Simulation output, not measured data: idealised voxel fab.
process module | voxel self aligned vias
cross-section cut | 160 nm wide | cells 5 nm
A cross-section is a grid of square cells, given in bands from the top down. A band is one or more rows of cells.
Each band's line starts with the height of the band's top and of its bottom, in nm. Then come its materials from left to right, each with its width in nm. One material with "throughout" fills the band from edge to edge. "air" is empty space.
Height 0 is the level under which the wafer as received is all one material. The lowest band goes on downwards, as in "0 down".
A width such as "30 to 40" changes by the same amount from each row of cells to the next, from the band's top row to its bottom row.
"no change" after a step means that no cell of the cross-section changed.
closed voids: empty space of 8 cells or more with no open way to the top, each as width x height at its distance from the left edge, in nm
after a step's settings: what the simulator itself notes on the step
overlay nm, on a step with a mask: how far to the right of its planned place the mask lay; to the left if negative
plan
1 op RECEIVE | material Si
2 op CONFORMAL_DEP | material SiO2 | thk nm 15
3 op CONFORMAL_DEP | material SiCN | thk nm 5
4 op DIRECTIONAL_DEP | material lowk | thk nm 20
5 op MASKED_ETCH | tone open | mask id LINES | width nm 20 | pitch nm 45 | etch materials lowk | depth nm 20 | overlay nm 0
6 op CONFORMAL_DEP | material TiN | thk nm 5
7 op FILL_DEP | material W | thk nm 5
8 op CMP | height nm 40
9 op SELECTIVE_ETCH | etch materials W Ru TiN | depth nm 10
10 op FILL_DEP | material SiN | thk nm 5
11 op CMP | height nm 40
12 op DIRECTIONAL_DEP | material lowk | thk nm 15
13 op PATTERN | tone open | mask id VIAS | material resist | width nm 30 | pitch nm 45 | thk nm 20 | overlay nm 0
14 op DIRECTIONAL_ETCH | etch materials lowk | depth nm 15
15 op DIRECTIONAL_ETCH | etch materials SiN | depth nm 10
16 op STRIP | etch materials resist
17 op CONFORMAL_DEP | material TiN | thk nm 5
18 op FILL_DEP | material Ru | thk nm 5
19 op CMP | height nm 55
20 op CONFORMAL_DEP | material SiN | thk nm 5
first wafer, as planned
as received, after step 1
  0 down: Si throughout
  closed voids: none
after step 2
  15 to 0: SiO2 throughout
  below 0: unchanged
after step 3
  20 to 15: SiCN throughout
  below 15: unchanged
after step 4
  40 to 20: lowk throughout
  below 20: unchanged
after step 5
  40 to 20: lowk 45 | air 20 | lowk 25 | air 20 | lowk 50
  below 20: unchanged
after step 6
  45 to 40: TiN 50 | air 10 | TiN 35 | air 10 | TiN 55
  40 to 25: lowk 45 | TiN 5 | air 10 | TiN 5 | lowk 25 | TiN 5 | air 10 | TiN 5 | lowk 50
  25 to 20: lowk 45 | TiN 20 | lowk 25 | TiN 20 | lowk 50
  below 20: unchanged
after step 7
  50 to 45: W throughout
  45 to 40: TiN 50 | W 10 | TiN 35 | W 10 | TiN 55
  40 to 25: lowk 45 | TiN 5 | W 10 | TiN 5 | lowk 25 | TiN 5 | W 10 | TiN 5 | lowk 50
  below 25: unchanged
after step 8
  40 to 25: lowk 45 | TiN 5 | W 10 | TiN 5 | lowk 25 | TiN 5 | W 10 | TiN 5 | lowk 50
  below 25: unchanged
after step 9
  40 to 30: lowk 45 | air 20 | lowk 25 | air 20 | lowk 50
  below 30: unchanged
after step 10
  45 to 40: SiN throughout
  40 to 30: lowk 45 | SiN 20 | lowk 25 | SiN 20 | lowk 50
  below 30: unchanged
after step 11
  40 to 30: lowk 45 | SiN 20 | lowk 25 | SiN 20 | lowk 50
  below 30: unchanged
after step 12
  55 to 40: lowk throughout
  below 40: unchanged
after step 13
  75 to 55: resist 40 | air 30 | resist 15 | air 30 | resist 45
  below 55: unchanged
after step 14
  75 to 55: resist 40 | air 30 | resist 15 | air 30 | resist 45
  55 to 40: lowk 40 | air 30 | lowk 15 | air 30 | lowk 45
  below 40: unchanged
after step 15
  75 to 55: resist 40 | air 30 | resist 15 | air 30 | resist 45
  55 to 40: lowk 40 | air 30 | lowk 15 | air 30 | lowk 45
  40 to 30: lowk 45 | air 20 | lowk 25 | air 20 | lowk 50
  below 30: unchanged
after step 16
  55 to 40: lowk 40 | air 30 | lowk 15 | air 30 | lowk 45
  below 40: unchanged
after step 17
  60 to 55: TiN 45 | air 20 | TiN 25 | air 20 | TiN 50
  55 to 45: lowk 40 | TiN 5 | air 20 | TiN 5 | lowk 15 | TiN 5 | air 20 | TiN 5 | lowk 45
  45 to 35: lowk 40 to 45 | TiN 10 to 5 | air 10 | TiN 10 to 5 | lowk 15 to 25 | TiN 10 to 5 | air 10 | TiN 10 to 5 | lowk 45 to 50
  35 to 30: lowk 45 | TiN 20 | lowk 25 | TiN 20 | lowk 50
  below 30: unchanged
after step 18
  65 to 60: Ru throughout
  60 to 55: TiN 45 | Ru 20 | TiN 25 | Ru 20 | TiN 50
  55 to 45: lowk 40 | TiN 5 | Ru 20 | TiN 5 | lowk 15 | TiN 5 | Ru 20 | TiN 5 | lowk 45
  45 to 35: lowk 40 to 45 | TiN 10 to 5 | Ru 10 | TiN 10 to 5 | lowk 15 to 25 | TiN 10 to 5 | Ru 10 | TiN 10 to 5 | lowk 45 to 50
  below 35: unchanged
after step 19
  55 to 45: lowk 40 | TiN 5 | Ru 20 | TiN 5 | lowk 15 | TiN 5 | Ru 20 | TiN 5 | lowk 45
  below 45: unchanged
after step 20
  60 to 55: SiN throughout
  below 55: unchanged
second wafer: like start, like plan, one mistake. Through step 2 it matches the first wafer
when step 3 should have ended: no change
when step 4 should have ended
  35 to 15: lowk throughout
  below 15: unchanged
when step 5 should have ended
  35 to 15: lowk 45 | air 20 | lowk 25 | air 20 | lowk 50
  below 15: unchanged
when step 6 should have ended
  40 to 35: TiN 50 | air 10 | TiN 35 | air 10 | TiN 55
  35 to 20: lowk 45 | TiN 5 | air 10 | TiN 5 | lowk 25 | TiN 5 | air 10 | TiN 5 | lowk 50
  20 to 15: lowk 45 | TiN 20 | lowk 25 | TiN 20 | lowk 50
  below 15: unchanged
when step 7 should have ended
  45 to 40: W throughout
  40 to 35: TiN 50 | W 10 | TiN 35 | W 10 | TiN 55
  35 to 20: lowk 45 | TiN 5 | W 10 | TiN 5 | lowk 25 | TiN 5 | W 10 | TiN 5 | lowk 50
  below 20: unchanged
when step 8 should have ended
  40 to 35: TiN 50 | W 10 | TiN 35 | W 10 | TiN 55
  below 35: unchanged
when step 9 should have ended
  35 to 30: lowk 45 | air 20 | lowk 25 | air 20 | lowk 50
  below 30: unchanged
when step 10 should have ended
  40 to 35: SiN throughout
  35 to 30: lowk 45 | SiN 20 | lowk 25 | SiN 20 | lowk 50
  below 30: unchanged
when step 11 should have ended: no change
when step 12 should have ended
  55 to 40: lowk throughout
  below 40: unchanged
when step 13 should have ended
  75 to 55: resist 40 | air 30 | resist 15 | air 30 | resist 45
  below 55: unchanged
when step 14 should have ended
  75 to 55: resist 40 | air 30 | resist 15 | air 30 | resist 45
  55 to 40: lowk 40 | air 30 | lowk 15 | air 30 | lowk 45
  below 40: unchanged
when step 15 should have ended
  75 to 55: resist 40 | air 30 | resist 15 | air 30 | resist 45
  55 to 40: lowk 40 | air 30 | lowk 15 | air 30 | lowk 45
  40 to 35: SiN 40 | air 30 | SiN 15 | air 30 | SiN 45
  35 to 30: lowk 45 | air 20 | lowk 25 | air 20 | lowk 50
  below 30: unchanged
when step 16 should have ended
  55 to 40: lowk 40 | air 30 | lowk 15 | air 30 | lowk 45
  below 40: unchanged
when step 17 should have ended
  60 to 55: TiN 45 | air 20 | TiN 25 | air 20 | TiN 50
  55 to 40: lowk 40 | TiN 5 | air 20 | TiN 5 | lowk 15 | TiN 5 | air 20 | TiN 5 | lowk 45
  40 to 35: SiN 40 | TiN 10 | air 10 | TiN 10 | SiN 15 | TiN 10 | air 10 | TiN 10 | SiN 45
  35 to 30: lowk 45 | TiN 20 | lowk 25 | TiN 20 | lowk 50
  below 30: unchanged
when step 18 should have ended
  65 to 60: Ru throughout
  60 to 55: TiN 45 | Ru 20 | TiN 25 | Ru 20 | TiN 50
  55 to 40: lowk 40 | TiN 5 | Ru 20 | TiN 5 | lowk 15 | TiN 5 | Ru 20 | TiN 5 | lowk 45
  40 to 35: SiN 40 | TiN 10 | Ru 10 | TiN 10 | SiN 15 | TiN 10 | Ru 10 | TiN 10 | SiN 45
  below 35: unchanged
when step 19 should have ended
  55 to 40: lowk 40 | TiN 5 | Ru 20 | TiN 5 | lowk 15 | TiN 5 | Ru 20 | TiN 5 | lowk 45
  below 40: unchanged
when step 20 should have ended
  60 to 55: SiN throughout
  below 55: unchanged
what went wrong: step 3 was left out
at the end the second wafer has, in cells: 4 more of Ru | 32 fewer of SiCN | 20 more of SiN | 4 more of TiN | 4 more of W
